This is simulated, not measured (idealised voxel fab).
process module | voxel gate over fins
cross-section cut | 230 nm wide | cells 5 nm
A cross-section is a grid of square cells, given in bands from the top down. A band is one or more rows of cells.
Each band's line starts with the height of the band's top and of its bottom, in nm. Then come its materials from left to right, each with its width in nm. One material with "throughout" fills the band from edge to edge. "air" is empty space.
Height 0 is the level under which the wafer as received is all one material. The lowest band goes on downwards, as in "0 down".
A width such as "30 to 40" changes by the same amount from each row of cells to the next, from the band's top row to its bottom row.
"no change" after a step means that no cell of the cross-section changed.
closed voids: empty space of 8 cells or more with no open way to the top, each as width x height at its distance from the left edge, in nm
after a step's settings: what the simulator itself notes on the step
overlay nm, on a step with a mask: how far to the right of its planned place the mask lay; to the left if negative
plan
1 op RECEIVE | material Si
2 op CONFORMAL_DEP | material SiN | thk nm 10
3 op MASKED_ETCH | tone cover | mask id FINS | width nm 15 | pitch nm 40 | etch materials SiN | depth nm 10 | overlay nm 0
4 op MASKED_ETCH | tone cover | mask id FINS | width nm 15 | pitch nm 40 | etch materials Si | depth nm 35 | overlay nm -15
5 op FILL_DEP | material SiO2 | thk nm 15
6 op CMP | height nm 10
7 op SELECTIVE_ETCH | etch materials SiO2 | depth nm 20
8 op STRIP | etch materials SiN
9 op CONFORMAL_DEP | material HfO2 | thk nm 5
10 op CONFORMAL_DEP | material TiN | thk nm 5
11 op CONFORMAL_DEP | material TiAl | thk nm 5
12 op CONFORMAL_DEP | material TiN | thk nm 5
13 op FILL_DEP | material W | thk nm 15
14 op CMP | height nm 30
15 op CONFORMAL_DEP | material SiCN | thk nm 5
varied across the wafers: overlay nm of step 4. The plan shows the first wafer's value. All wafers start alike
first wafer as received, after step 1
  0 down: Si throughout
  closed voids: none
each wafer at the end: cells of each material gained (+) or lost (-) since it was received, then its closed voids
overlay nm -15 | +62 HfO2 | -154 Si | +46 SiCN | +110 SiO2 | +50 TiAl | +100 TiN | +108 W | closed voids: none
overlay nm -10 | +62 HfO2 | -182 Si | +46 SiCN | +130 SiO2 | +50 TiAl | +106 TiN | +110 W | closed voids: none
overlay nm -5 | +62 HfO2 | -210 Si | +46 SiCN | +150 SiO2 | +50 TiAl | +112 TiN | +112 W | closed voids: none
overlay nm 0 | +62 HfO2 | -238 Si | +46 SiCN | +170 SiO2 | +56 TiAl | +112 TiN | +114 W | closed voids: none
overlay nm 5 | +62 HfO2 | -210 Si | +46 SiCN | +150 SiO2 | +50 TiAl | +112 TiN | +112 W | closed voids: none
overlay nm 10 | +62 HfO2 | -182 Si | +46 SiCN | +130 SiO2 | +50 TiAl | +106 TiN | +110 W | closed voids: none
overlay nm 15 | +62 HfO2 | -154 Si | +46 SiCN | +110 SiO2 | +50 TiAl | +100 TiN | +108 W | closed voids: none
